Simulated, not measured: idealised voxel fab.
Process module in this document: voxel fin reveal
Section shown: cut. Width: 195 nm. Cell size: 5 nm, square.
Reading order for cross-sections: top band down to bottom band. Underlying form: a grid of square cells. Band size: one or more rows of cells. This entry defines a band. It first specifies the height of the band's top and the height of its bottom in nm, and then specifies the band's materials from left to right, stating each material with its width in nm. The word "throughout" identifies a single material that fills the band from edge to edge, while the word "empty" identifies empty space. It should be noted that heights are counted from 0, beneath which the wafer as supplied is of one material throughout, and that the lowest band possesses no lower boundary but continues downward, as written in "from 0 down". So if you see something like "30->40" for the width, read it as the top row of the band sitting at the first number and the bottom row at the second, with every row in between moving by the same amount as the last. Key: "no modifications" - step with no changed cell in the cross-section. "Unvented cavities" lists enclosed empty spaces (at least 8 cells, no open path upward to the top), each as width x height at distance from the left edge, in nm. Step line, after settings: the simulator's comment on this step. Steps that use a mask can have "overlay nm" on their line. It says how far the mask sat to the right of where it was meant to be. Negative means to the left.

**plan**
1: RECEIVE [material Si]
2: CONFORMAL_DEP [material SiN] [thk nm 10]
3: PATTERN [tone cover] [mask id FINS] [material resist] [width nm 15] [pitch nm 45] [thk nm 20] [overlay nm 0]
4: DIRECTIONAL_ETCH [etch materials SiN] [depth nm 10]
5: DIRECTIONAL_ETCH [etch materials Si] [depth nm 35]
6: STRIP [etch materials resist]
7: FILL_DEP [material SiO2] [thk nm 15]
8: CMP [height nm 10]
9: SELECTIVE_ETCH [etch materials SiO2] [depth nm 35]
10: STRIP [etch materials SiN]

**Delivered wafer in cross-section: state after step 1**
> from 0 down = Si throughout
> Unvented cavities: none

**Wafer at module end, in section. Began as above, planned as above, run with one mistake**
> from 0 to -25 = 20 nm empty, then 15 nm Si, then 30 nm empty, then 15 nm Si, then 30 nm empty, then 15 nm Si, then 30 nm empty, then 15 nm Si, then 25 nm empty
> from -25 to -70 = 20 nm SiO2, then 15 nm Si, then 30 nm SiO2, then 15 nm Si, then 30 nm SiO2, then 15 nm Si, then 30 nm SiO2, then 15 nm Si, then 25 nm SiO2
> from -70 down = Si throughout
> Unvented cavities: none
Misprocessing identified: twice, step 5 of the plan was run
